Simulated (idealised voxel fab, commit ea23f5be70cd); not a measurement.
The following process module bears the name voxel quadruple lines.
It is cross-section cut that appears here, measuring 255 nm in width, its square cells being 5 nm in size.
When this document writes out a cross-section, it uses a grid of square cells and lists it as bands, beginning at the top and moving down, with a band standing for one or more rows of cells. Band: top and bottom heights (nm) first, top before bottom; then materials from left to right, widths in nm. "full width" marks a sole material filling the band edge to edge. "empty" denotes empty space. Ref level 0: as-received wafer is one material below here. Bottom band extends down with no lower bound ("from 0 down"). When a width is written as two numbers, as in "30 to 40", the first number is the width in the top row of cells of the band and the second is the width in its bottom row, and the width changes by the same amount from each row to the next. A step reported as "all unchanged" is a step in which no cell of the cross-section changed. So "Sealed internal voids" is basically the list of trapped voids: any empty space of 8 cells or more that can't reach the top through an opening. They're written width x height at distance, the distance being from the left edge, and it's all nm. On a step's line, text after the settings is the simulator commenting on that step. Steps that use a mask can have "overlay nm" on their line. It says how far the mask sat to the right of where it was meant to be. Negative means to the left.
BELOW IS THE LIST OF PLANNED PROCESS STEPS
step 1: RECEIVE [material Si]
step 2: CONFORMAL_DEP [material Al2O3] [thk nm 10]
step 3: DIRECTIONAL_DEP [material W] [thk nm 15]
step 4: DIRECTIONAL_DEP [material polySi] [thk nm 15]
step 5: DIRECTIONAL_DEP [material aC] [thk nm 20]
step 6: PATTERN [tone cover] [mask id MANDREL] [material resist] [width nm 30] [thk nm 30] [overlay nm 0]
step 7: DIRECTIONAL_ETCH [etch materials aC] [depth nm 20]
step 8: STRIP [etch materials resist]
step 9: CONFORMAL_DEP [material SiO2] [thk nm 10]
step 10: DIRECTIONAL_ETCH [etch materials SiO2] [depth nm 10]
step 11: STRIP [etch materials aC]
step 12: DIRECTIONAL_ETCH [etch materials polySi] [depth nm 15]
step 13: STRIP [etch materials SiO2]
step 14: CONFORMAL_DEP [material SiN] [thk nm 10]
step 15: DIRECTIONAL_ETCH [etch materials SiN] [depth nm 10]
step 16: STRIP [etch materials polySi]
step 17: DIRECTIONAL_ETCH [etch materials W] [depth nm 15]
step 18: STRIP [etch materials SiN]
RECEIVED-STATE CROSS-SECTION, REFLECTING COMPLETION OF STEP 1
    from 0 down = Si full width
    Sealed internal voids: none
WAFER CROSS-SECTION AT MODULE END: FIRST OF TWO, RUN TO PLAN
    from 25 to 10 = empty (90) | W (10) | empty (10) | W (10) | empty (10) | W (10) | empty (10) | W (10) | empty (95)
    from 10 to 0 = Al2O3 full width
    from 0 down = Si full width
    Sealed internal voids: none
CROSS-SECTIONAL VIEW OF THE SECOND OF TWO WAFERS UPON COMPLETION OF THE MODULE. THIS WAFER SHARED ITS STARTING CONDITION AND PROCESS PLAN WITH THE FIRST; ONE ERROR WAS MADE DURING ITS EXECUTION
    from 25 to 10 = empty (85) | W (10) | empty (10) | W (10) | empty (20) | W (10) | empty (10) | W (10) | empty (90)
    from 10 to 0 = Al2O3 full width
    from 0 down = Si full width
    Sealed internal voids: none
Error vs. plan: in deviation from the planned setting, step 6 was conducted as PATTERN [tone cover] [mask id MANDREL] [material resist] [width nm 40] [thk nm 30] [overlay nm 0]
Upon completion, the cell count for each material on the second wafer equals that on the first, whereas the spatial distribution of those cells differs.
